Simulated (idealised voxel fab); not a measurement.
Name of the process module below: voxel self aligned contacts
Cross-section cut spans 220 nm and uses square cells 5 nm in size.
Throughout this document, each cross-section is represented as a grid of square cells and is presented as a sequence of bands enumerated from the top downward, where a band comprises one or more rows of cells.
Read a band's entry like this: the first values are the height of its top and the height of its bottom in nm, and what follows is the sequence of materials from left to right, each with its width in nm. Note that "blank" is empty space, and that a single material marked "full width" reaches across the band from edge to edge.
Heads up on the height convention: 0 is the point under which the incoming wafer is all one material, and the lowest band has no bottom, it just keeps going down, like "0..down".
Width "30 to 40": first value at the band's top row of cells, second value at its bottom row, equal change from row to row.
It should be understood that the words "nothing altered", when stated for a given step, signify that the cross-section underwent no change in any of its cells during that step.
For the entry "Completely sealed voids", the listed items are empty spaces with no open way to the top whose size is 8 cells or more; each item follows the pattern width x height at distance, where distance is from the left edge and all three are in nm.
On a step's line, text after the settings is the simulator commenting on that step.
overlay nm: mask offset rightward from planned place, masked step; negative means leftward offset.
Here's what the planned process steps look like:
| 1 | RECEIVE [material Si] |
| 2 | CONFORMAL_DEP [material SiO2] [thk nm 5] |
| 3 | DIRECTIONAL_DEP [material polySi] [thk nm 25] |
| 4 | DIRECTIONAL_DEP [material SiN] [thk nm 15] |
| 5 | MASKED_ETCH [tone cover] [mask id GATE] [width nm 35] [pitch nm 70] [etch materials SiN] [depth nm 15] [overlay nm 0] |
| 6 | MASKED_ETCH [tone cover] [mask id GATE] [width nm 35] [pitch nm 70] [etch materials polySi] [depth nm 25] [overlay nm 0] |
| 7 | CONFORMAL_DEP [material SiN] [thk nm 5] |
| 8 | DIRECTIONAL_ETCH [etch materials SiN] [depth nm 5] |
| 9 | FILL_DEP [material SiO2] [thk nm 10] |
| 10 | CMP [height nm 50] |
| 11 | PATTERN [tone open] [mask id CONTACT] [material resist] [width nm 45] [thk nm 15] [overlay nm 0] |
| 12 | DIRECTIONAL_ETCH [etch materials SiO2] [depth nm 50] |
| 13 | STRIP [etch materials resist] |
| 14 | CONFORMAL_DEP [material TiN] [thk nm 5] |
| 15 | FILL_DEP [material Ru] [thk nm 10] |
| 16 | CMP [height nm 50] |
| 17 | CONFORMAL_DEP [material SiN] [thk nm 5] |
Cross-section, incoming material, after step 1:
- 0..down  Si full width
- Completely sealed voids: none
Same starting wafer, same plan as above, one mistake in the execution; this is the cross-section at the end of the module:
- 55..50  SiN full width
- 50..45  85 nm SiO2, 15 nm TiN, 15 nm Ru, 15 nm TiN, 90 nm SiO2
- 45..25  50 nm SiO2, 5 nm SiN, 35 nm polySi, 5 nm SiN, 5 nm TiN, 15 nm Ru, 5 nm TiN, 5 nm SiN, 35 nm polySi, 5 nm SiN, 55 nm SiO2
- 25..20  50 nm SiO2, 5 nm SiN, 35 nm polySi, 5 nm SiN, 25 nm TiN, 5 nm SiN, 35 nm polySi, 5 nm SiN, 55 nm SiO2
- 20..5  SiN full width
- 5..0  SiO2 full width
- 0..down  Si full width
- Completely sealed voids: none
Against the plan, the run slipped here: a sequencing error occurred in which plan steps 3 and 4 were transposed
